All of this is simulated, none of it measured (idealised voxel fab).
Process module under the name voxel trench capacitor
In the cross-section labelled cut, the width is 170 nm and each square cell is 5 nm.
Heads up, the way a cross-section reads in here is a grid of square cells, handed over as bands from the top down, with every band being one or more rows of cells.
First you get the band's top height and its bottom height, in nm, and then the materials it's made of, left to right, with each width in nm. If you see a single material with "throughout", that one covers the band edge to edge. "empty" is empty space.
Height reference: 0 = level under which incoming wafer is all one material. Lowest band: no bottom, runs on downward, e.g. "0 down".
The width entry "30 to 40" should be interpreted row by row: the top row of cells in the band takes the first number, the bottom row takes the second number, and the change between adjacent rows is uniform throughout.
What does "nothing was modified" mean for a step? It means no cell of the cross-section changed in that step.
Basically, "Fully sealed cavities" tells you about the enclosed voids: empty spaces with no open way to the top, 8 cells or bigger, each written width x height at distance, where distance is from the left edge, all in nm.
Text after the settings on a step's line: the simulator's own remark on that step.
Regarding "overlay nm": on a step with a mask, it is the distance the mask lay to the right of its planned place; a negative value places it to the left.

### List of planned process steps
1) RECEIVE,material Si
2) CONFORMAL_DEP,material SiN,thk nm 10
3) DIRECTIONAL_DEP,material aC,thk nm 5
4) PATTERN,tone open,mask id TRENCH,material resist,width nm 25,pitch nm 45,thk nm 35,overlay nm 0
5) DIRECTIONAL_ETCH,etch materials aC,depth nm 15
6) STRIP,etch materials resist
7) DIRECTIONAL_ETCH,etch materials SiN,depth nm 10
8) DIRECTIONAL_ETCH,etch materials Si,depth nm 40
9) STRIP,etch materials aC
10) CONFORMAL_DEP,material Al2O3,thk nm 5
11) CONFORMAL_DEP,material TiN,thk nm 5
12) FILL_DEP,material W,thk nm 5
13) CMP,height nm 10
varied across the wafers: thk nm of step 3. The plan shows the first wafer's value. All wafers start alike

### After step 1, as received: first of several wafers, cross-section
  0 down  Si throughout
  Fully sealed cavities: none

### Below, a row for every wafer. Read it as the end-of-module picture: for each material the wafer shows its cells gained (+) or lost (-) since it was received, and then its closed voids
thk nm 5, +69 Al2O3, -120 Si, +38 SiN, +57 TiN, +24 W, Fully sealed cavities: none
thk nm 10, +69 Al2O3, -120 Si, +38 SiN, +57 TiN, +24 W, Fully sealed cavities: none
thk nm 15, +69 Al2O3, -120 Si, +38 SiN, +57 TiN, +24 W, Fully sealed cavities: none
thk nm 20, +68 SiN, Fully sealed cavities: none
thk nm 25, +68 SiN, Fully sealed cavities: none
thk nm 30, +68 SiN, Fully sealed cavities: none
